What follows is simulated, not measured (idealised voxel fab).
You're looking at the process module voxel ribs on slabs.
cross-section cut | 140 nm wide | cells 5 nm
This document writes a cross-section as a grid whose cells are square, and gives it as bands, listed from the top down; one or more rows of cells form a band.
It is stipulated that each band's entry specify, in nanometres, the height of the top of the band and then that of its bottom, followed by the materials of the band in left-to-right sequence, each together with its width in nanometres. A single material marked by the word "edge to edge" is understood to fill the band from edge to edge; the word "empty" is understood to denote empty space.
Zero point of the height axis is 0; under it, received wafer = one material. Lowest band: continues down indefinitely, "from 0 down".
The expression "30->40" gives the width at the extremes of the band, the first number at its top row of cells and the second at its bottom row, with the width changing by equal amounts from each row to the next in between.
When a step is marked "no change", none of the cells in the cross-section changed during that step.
"Sealed-off cavities" means: voids of 8 cells or more that are shut off from the top with no open way through. Written width x height at distance, distance from the left edge, in nm.
after a step's settings: what the simulator itself notes on the step
For masked steps, "overlay nm" on the step line gives how far right of plan the mask actually lay; a minus sign means it lay to the left.
These are the steps we planned for the process
| 1 | RECEIVE with material Si |
| 2 | DIRECTIONAL_DEP with material SiO2, thk nm 20 |
| 3 | DIRECTIONAL_DEP with material SiN, thk nm 20 |
| 4 | PATTERN with tone cover, mask id RIB, material resist, width nm 25, thk nm 15, overlay nm 0 |
| 5 | DIRECTIONAL_ETCH with etch materials SiN, depth nm 15 |
| 6 | STRIP with etch materials resist |
| 7 | MASKED_ETCH with tone cover, mask id SLAB, width nm 55, etch materials SiN, depth nm 5, overlay nm 0 |
| 8 | FILL_DEP with material SiO2, thk nm 15 |
| 9 | CMP with height nm 50 |
| 10 | DIRECTIONAL_DEP with material TiN, thk nm 5 |
| 11 | DIRECTIONAL_DEP with material aC, thk nm 15 |
| 12 | PATTERN with tone cover, mask id HEATER, material resist, width nm 25, thk nm 35, overlay nm 0 |
| 13 | DIRECTIONAL_ETCH with etch materials aC, depth nm 15 |
| 14 | STRIP with etch materials resist |
| 15 | DIRECTIONAL_ETCH with etch materials TiN, depth nm 5 |
| 16 | STRIP with etch materials aC |
| 17 | CONFORMAL_DEP with material SiN, thk nm 10 |
Across this set of wafers, the varied parameter is the width nm of step 12. Starting conditions are identical for every wafer, and the plan reports the value assigned to the first wafer.
Cross-section of the first of several received wafers, showing its state after step 1
    from 0 down: Si edge to edge
    Sealed-off cavities: none
First of several wafers, sectioned at end of module (last step: step 17)
    from 65 to 60: empty: 45 / SiN: 45 / empty: 50
    from 60 to 55: SiN edge to edge
    from 55 to 50: SiN: 55 / TiN: 25 / SiN: 60
    from 50 to 40: SiO2 edge to edge
    from 40 to 25: SiO2: 55 / SiN: 25 / SiO2: 60
    from 25 to 20: SiO2: 40 / SiN: 55 / SiO2: 45
    from 20 to 0: SiO2 edge to edge
    from 0 down: Si edge to edge
    Sealed-off cavities: none
End of module: cross-section, last of several wafers
    from 65 to 60: empty: 35 / SiN: 70 / empty: 35
    from 60 to 55: SiN edge to edge
    from 55 to 50: SiN: 45 / TiN: 50 / SiN: 45
    from 50 to 40: SiO2 edge to edge
    from 40 to 25: SiO2: 55 / SiN: 25 / SiO2: 60
    from 25 to 20: SiO2: 40 / SiN: 55 / SiO2: 45
    from 20 to 0: SiO2 edge to edge
    from 0 down: Si edge to edge
    Sealed-off cavities: none
Wafer rows, end of module: cells per material gained (+) or lost (-) since receipt; closed voids last
width nm 25; +86 SiN; +254 SiO2; +5 TiN; Sealed-off cavities: none
width nm 30; +86 SiN; +254 SiO2; +6 TiN; Sealed-off cavities: none
width nm 35; +86 SiN; +254 SiO2; +7 TiN; Sealed-off cavities: none
width nm 40; +86 SiN; +254 SiO2; +8 TiN; Sealed-off cavities: none
width nm 45; +86 SiN; +254 SiO2; +9 TiN; Sealed-off cavities: none
width nm 50; +86 SiN; +254 SiO2; +10 TiN; Sealed-off cavities: none
